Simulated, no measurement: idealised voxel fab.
Herein follows the process module entitled voxel wiring stack.
Cross-sectional view cut (width: 195 nm; square cell size: 5 nm).
The cross-sections in this document take the form of a grid made of square cells. They are written out as bands, in order from top to bottom. Each band consists of one or more rows of cells. It is stipulated that each band's entry specify, in nanometres, the height of the top of the band and then that of its bottom, followed by the materials of the band in left-to-right sequence, each together with its width in nanometres. A single material marked by the word "all across" is understood to fill the band from edge to edge; the word "blank" is understood to denote empty space. Measure heights from 0. That's the level where, below it, the as-received wafer is all one material. The lowest band is bottomless and extends downward; write it as in "from 0 down". You'd read "30 to 40" like this: the band's top row of cells is as wide as the first number, its bottom row is as wide as the second, and going down, every row changes width by the same amount as the row before did. Step marked "no modification"? Then no cell in the cross-section changed in it. The list in "Closed void listing" covers empty spaces of 8 cells or more that cannot reach the top through any open way, and it gives each as width x height at distance; the distance is from the left edge, and width, height and distance are in nm. Text after the settings on a step's line: the simulator's own remark on that step. overlay nm: step with mask; distance mask lay right of planned place; negative value = left of planned place.

**Planned step list for the process**
step 1: RECEIVE, material Si
step 2: CONFORMAL_DEP, material SiO2, thk nm 15
step 3: CONFORMAL_DEP, material SiN, thk nm 5
step 4: DIRECTIONAL_DEP, material lowk, thk nm 25
step 5: PATTERN, tone open, mask id METAL_1, material resist, width nm 25, pitch nm 45, thk nm 20, overlay nm 0
step 6: DIRECTIONAL_ETCH, etch materials lowk, depth nm 25
step 7: DIRECTIONAL_ETCH, etch materials SiN, depth nm 5
step 8: STRIP, etch materials resist
step 9: CONFORMAL_DEP, material TiN, thk nm 5
step 10: FILL_DEP, material Cu, thk nm 5
step 11: CMP, height nm 45
step 12: CONFORMAL_DEP, material SiCN, thk nm 5
step 13: DIRECTIONAL_DEP, material SiO2, thk nm 10
step 14: MASKED_ETCH, tone open, mask id PLUG_1, width nm 15, pitch nm 90, etch materials SiO2, depth nm 10, overlay nm 0
step 15: MASKED_ETCH, tone open, mask id PLUG_1, width nm 15, pitch nm 90, etch materials SiCN, depth nm 5, overlay nm 0
step 16: EPI, material Ru, thk nm 10
step 17: EPI, material Ru, thk nm 5
step 18: CONFORMAL_DEP, material SiN, thk nm 5
step 19: DIRECTIONAL_DEP, material lowk, thk nm 15
step 20: PATTERN, tone open, mask id METAL_2, material resist, width nm 25, pitch nm 45, thk nm 15, overlay nm 0
step 21: DIRECTIONAL_ETCH, etch materials lowk, depth nm 15
step 22: DIRECTIONAL_ETCH, etch materials SiN, depth nm 5
step 23: STRIP, etch materials resist
step 24: CONFORMAL_DEP, material TiN, thk nm 5
step 25: FILL_DEP, material Cu, thk nm 5
step 26: CMP, height nm 80
step 27: CONFORMAL_DEP, material SiCN, thk nm 5

**First out of two wafers; run went to plan**

**Wafer cross-section on receipt, i.e. after step 1**
  from 0 down: Si all across
  Closed void listing: none

**Presented here is a cross-section of the wafer after step 2 has been performed**
  from 15 to 0: SiO2 all across
  Below a height of 0, the structure has not been altered.

**Presented here is a cross-section of the wafer after step 3 has been performed**
  from 20 to 15: SiN all across
  Below a height of 15, the structure has not been altered.

**Presented here is a cross-section of the wafer after step 4 has been performed**
  from 45 to 20: lowk all across
  Below a height of 20, the structure has not been altered.

**Presented here is a cross-section of the wafer after step 5 has been performed**
  from 65 to 45: resist=15 | blank=25 | resist=20 | blank=25 | resist=20 | blank=25 | resist=20 | blank=25 | resist=20
  Below a height of 45, the structure has not been altered.

**Presented here is a cross-section of the wafer after step 6 has been performed**
  from 65 to 45: resist=15 | blank=25 | resist=20 | blank=25 | resist=20 | blank=25 | resist=20 | blank=25 | resist=20
  from 45 to 20: lowk=15 | blank=25 | lowk=20 | blank=25 | lowk=20 | blank=25 | lowk=20 | blank=25 | lowk=20
  Below a height of 20, the structure has not been altered.

**Presented here is a cross-section of the wafer after step 7 has been performed**
  from 65 to 45: resist=15 | blank=25 | resist=20 | blank=25 | resist=20 | blank=25 | resist=20 | blank=25 | resist=20
  from 45 to 20: lowk=15 | blank=25 | lowk=20 | blank=25 | lowk=20 | blank=25 | lowk=20 | blank=25 | lowk=20
  from 20 to 15: SiN=15 | blank=25 | SiN=20 | blank=25 | SiN=20 | blank=25 | SiN=20 | blank=25 | SiN=20
  Below a height of 15, the structure has not been altered.

**Presented here is a cross-section of the wafer after step 8 has been performed**
  from 45 to 20: lowk=15 | blank=25 | lowk=20 | blank=25 | lowk=20 | blank=25 | lowk=20 | blank=25 | lowk=20
  Below a height of 20, the structure has not been altered.

**Presented here is a cross-section of the wafer after step 9 has been performed**
  from 50 to 45: TiN=20 | blank=15 | TiN=30 | blank=15 | TiN=30 | blank=15 | TiN=30 | blank=15 | TiN=25
  from 45 to 20: lowk=15 | TiN=5 | blank=15 | TiN=5 | lowk=20 | TiN=5 | blank=15 | TiN=5 | lowk=20 | TiN=5 | blank=15 | TiN=5 | lowk=20 | TiN=5 | blank=15 | TiN=5 | lowk=20
  from 20 to 15: SiN=15 | TiN=25 | SiN=20 | TiN=25 | SiN=20 | TiN=25 | SiN=20 | TiN=25 | SiN=20
  Below a height of 15, the structure has not been altered.

**Presented here is a cross-section of the wafer after step 10 has been performed**
  from 55 to 50: Cu all across
  from 50 to 45: TiN=20 | Cu=15 | TiN=30 | Cu=15 | TiN=30 | Cu=15 | TiN=30 | Cu=15 | TiN=25
  from 45 to 20: lowk=15 | TiN=5 | Cu=15 | TiN=5 | lowk=20 | TiN=5 | Cu=15 | TiN=5 | lowk=20 | TiN=5 | Cu=15 | TiN=5 | lowk=20 | TiN=5 | Cu=15 | TiN=5 | lowk=20
  Below a height of 20, the structure has not been altered.

**Presented here is a cross-section of the wafer after step 11 has been performed**
  from 45 to 20: lowk=15 | TiN=5 | Cu=15 | TiN=5 | lowk=20 | TiN=5 | Cu=15 | TiN=5 | lowk=20 | TiN=5 | Cu=15 | TiN=5 | lowk=20 | TiN=5 | Cu=15 | TiN=5 | lowk=20
  Below a height of 20, the structure has not been altered.

**Presented here is a cross-section of the wafer after step 12 has been performed**
  from 50 to 45: SiCN all across
  Below a height of 45, the structure has not been altered.

**Presented here is a cross-section of the wafer after step 13 has been performed**
  from 60 to 50: SiO2 all across
  Below a height of 50, the structure has not been altered.

**Presented here is a cross-section of the wafer after step 14 has been performed**
  from 60 to 50: SiO2=15 | blank=15 | SiO2=75 | blank=15 | SiO2=75
  Below a height of 50, the structure has not been altered.

**Presented here is a cross-section of the wafer after step 15 has been performed**
  from 60 to 50: SiO2=15 | blank=15 | SiO2=75 | blank=15 | SiO2=75
  from 50 to 45: SiCN=15 | blank=15 | SiCN=75 | blank=15 | SiCN=75
  Below a height of 45, the structure has not been altered.

**Presented here is a cross-section of the wafer after step 16 has been performed**
  from 60 to 55: SiO2=15 | blank=15 | SiO2=75 | blank=15 | SiO2=75
  from 55 to 50: SiO2=15 | Ru=15 | SiO2=75 | Ru=15 | SiO2=75
  from 50 to 45: SiCN=15 | Ru=15 | SiCN=75 | Ru=15 | SiCN=75
  Below a height of 45, the structure has not been altered.

**Presented here is a cross-section of the wafer after step 17 has been performed**
  from 60 to 50: SiO2=15 | Ru=15 | SiO2=75 | Ru=15 | SiO2=75
  Below a height of 50, the structure has not been altered.

**Presented here is a cross-section of the wafer after step 18 has been performed**
  from 65 to 60: SiN all across
  Below a height of 60, the structure has not been altered.

**Presented here is a cross-section of the wafer after step 19 has been performed**
  from 80 to 65: lowk all across
  Below a height of 65, the structure has not been altered.

**Presented here is a cross-section of the wafer after step 20 has been performed**
  from 95 to 80: resist=15 | blank=25 | resist=20 | blank=25 | resist=20 | blank=25 | resist=20 | blank=25 | resist=20
  Below a height of 80, the structure has not been altered.

**Presented here is a cross-section of the wafer after step 21 has been performed**
  from 95 to 80: resist=15 | blank=25 | resist=20 | blank=25 | resist=20 | blank=25 | resist=20 | blank=25 | resist=20
  from 80 to 65: lowk=15 | blank=25 | lowk=20 | blank=25 | lowk=20 | blank=25 | lowk=20 | blank=25 | lowk=20
  Below a height of 65, the structure has not been altered.

**Presented here is a cross-section of the wafer after step 22 has been performed**
  from 95 to 80: resist=15 | blank=25 | resist=20 | blank=25 | resist=20 | blank=25 | resist=20 | blank=25 | resist=20
  from 80 to 65: lowk=15 | blank=25 | lowk=20 | blank=25 | lowk=20 | blank=25 | lowk=20 | blank=25 | lowk=20
  from 65 to 60: SiN=15 | blank=25 | SiN=20 | blank=25 | SiN=20 | blank=25 | SiN=20 | blank=25 | SiN=20
  Below a height of 60, the structure has not been altered.

**Presented here is a cross-section of the wafer after step 23 has been performed**
  from 80 to 65: lowk=15 | blank=25 | lowk=20 | blank=25 | lowk=20 | blank=25 | lowk=20 | blank=25 | lowk=20
  Below a height of 65, the structure has not been altered.

**Presented here is a cross-section of the wafer after step 24 has been performed**
  from 85 to 80: TiN=20 | blank=15 | TiN=30 | blank=15 | TiN=30 | blank=15 | TiN=30 | blank=15 | TiN=25
  from 80 to 65: lowk=15 | TiN=5 | blank=15 | TiN=5 | lowk=20 | TiN=5 | blank=15 | TiN=5 | lowk=20 | TiN=5 | blank=15 | TiN=5 | lowk=20 | TiN=5 | blank=15 | TiN=5 | lowk=20
  from 65 to 60: SiN=15 | TiN=25 | SiN=20 | TiN=25 | SiN=20 | TiN=25 | SiN=20 | TiN=25 | SiN=20
  Below a height of 60, the structure has not been altered.

**Presented here is a cross-section of the wafer after step 25 has been performed**
  from 90 to 85: Cu all across
  from 85 to 80: TiN=20 | Cu=15 | TiN=30 | Cu=15 | TiN=30 | Cu=15 | TiN=30 | Cu=15 | TiN=25
  from 80 to 65: lowk=15 | TiN=5 | Cu=15 | TiN=5 | lowk=20 | TiN=5 | Cu=15 | TiN=5 | lowk=20 | TiN=5 | Cu=15 | TiN=5 | lowk=20 | TiN=5 | Cu=15 | TiN=5 | lowk=20
  Below a height of 65, the structure has not been altered.

**Presented here is a cross-section of the wafer after step 26 has been performed**
  from 80 to 65: lowk=15 | TiN=5 | Cu=15 | TiN=5 | lowk=20 | TiN=5 | Cu=15 | TiN=5 | lowk=20 | TiN=5 | Cu=15 | TiN=5 | lowk=20 | TiN=5 | Cu=15 | TiN=5 | lowk=20
  Below a height of 65, the structure has not been altered.

**Presented here is a cross-section of the wafer after step 27 has been performed**
  from 85 to 80: SiCN all across
  Below a height of 80, the structure has not been altered.

**The remaining wafer, second of the two, started like the first and was run to the same plan, except that one mistake was made along the way; the two coincide through step 26, inclusive**

**Second wafer, sectioned view, at step 27's planned end time**
  from 85 to 80: Cu all across
  Below a height of 80, the structure has not been altered.
what went wrong: step 27 ran as: CONFORMAL_DEP, material Cu, thk nm 5
Heads up, by the end the second wafer has more or fewer cells of some materials compared to the first: Cu +39; SiCN -39
